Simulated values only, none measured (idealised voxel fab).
The following process module bears the name voxel fin reveal.
Square cell edge 5 nm, section width 180 nm, ID cut.
When this document writes out a cross-section, it uses a grid of square cells and lists it as bands, beginning at the top and moving down, with a band standing for one or more rows of cells. A band entry consists of two parts. The first gives the height of the band's top and the height of its bottom, in nm. The rest lists the band's materials from left to right, each with its width in nm. A single material labelled with the word "edge to edge" fills the band from edge to edge, and the word "empty" marks empty space. Heights from 0 (as-received wafer is one material below). Bottom band endless downward, as "top 0, no bottom". Width "30..40": first value at the band's top row of cells, second value at its bottom row, equal change from row to row. For the purposes of this document, the phrase "remained the same" attached to a step denotes that no cell within the cross-section was modified by that step. Under "Non-vented voids" you'll find the enclosed gaps, the ones with no way out to the top, that are 8 cells or bigger; each reads width x height at distance, with distance counted from the left edge, everything in nm. Post-settings text on a step line: simulator's own remark regarding the step. On any step carrying a mask, the "overlay nm" setting, if present on the step's line, tells how far right of its planned place the mask lay; negative values point to the left.

-- plan
- 1: RECEIVE | material Si
- 2: CONFORMAL_DEP | material SiN | thk nm 10
- 3: DIRECTIONAL_DEP | material aC | thk nm 10
- 4: PATTERN | tone cover | mask id FINS | material resist | width nm 15 | pitch nm 45 | thk nm 25 | overlay nm -15
- 5: DIRECTIONAL_ETCH | etch materials aC | depth nm 10
- 6: STRIP | etch materials resist
- 7: DIRECTIONAL_ETCH | etch materials SiN | depth nm 10
- 8: DIRECTIONAL_ETCH | etch materials Si | depth nm 30
- 9: STRIP | etch materials aC
- 10: FILL_DEP | material SiO2 | thk nm 10
- 11: CMP | height nm 10
- 12: SELECTIVE_ETCH | etch materials SiO2 | depth nm 30
- 13: STRIP | etch materials SiN
- 14: CONFORMAL_DEP | material HfO2 | thk nm 5
Across this set of wafers, the varied parameter is the overlay nm of step 4. Starting conditions are identical for every wafer, and the plan reports the value assigned to the first wafer.

-- This is how the first of several wafers looked in cross-section when it arrived, which is after step 1
top 0, no bottom: Si edge to edge
Non-vented voids: none

-- Per wafer (row), end of module: delta in cells per material since receipt, (+) for gained, (-) for lost; closed voids after that
overlay nm -15, +52 HfO2, -180 Si, +60 SiO2, Non-vented voids: none
overlay nm -10, +52 HfO2, -180 Si, +60 SiO2, Non-vented voids: none
overlay nm -5, +52 HfO2, -180 Si, +60 SiO2, Non-vented voids: none
overlay nm 0, +52 HfO2, -180 Si, +60 SiO2, Non-vented voids: none
overlay nm 5, +52 HfO2, -180 Si, +60 SiO2, Non-vented voids: none
overlay nm 10, +52 HfO2, -180 Si, +60 SiO2, Non-vented voids: none
overlay nm 15, +52 HfO2, -180 Si, +60 SiO2, Non-vented voids: none
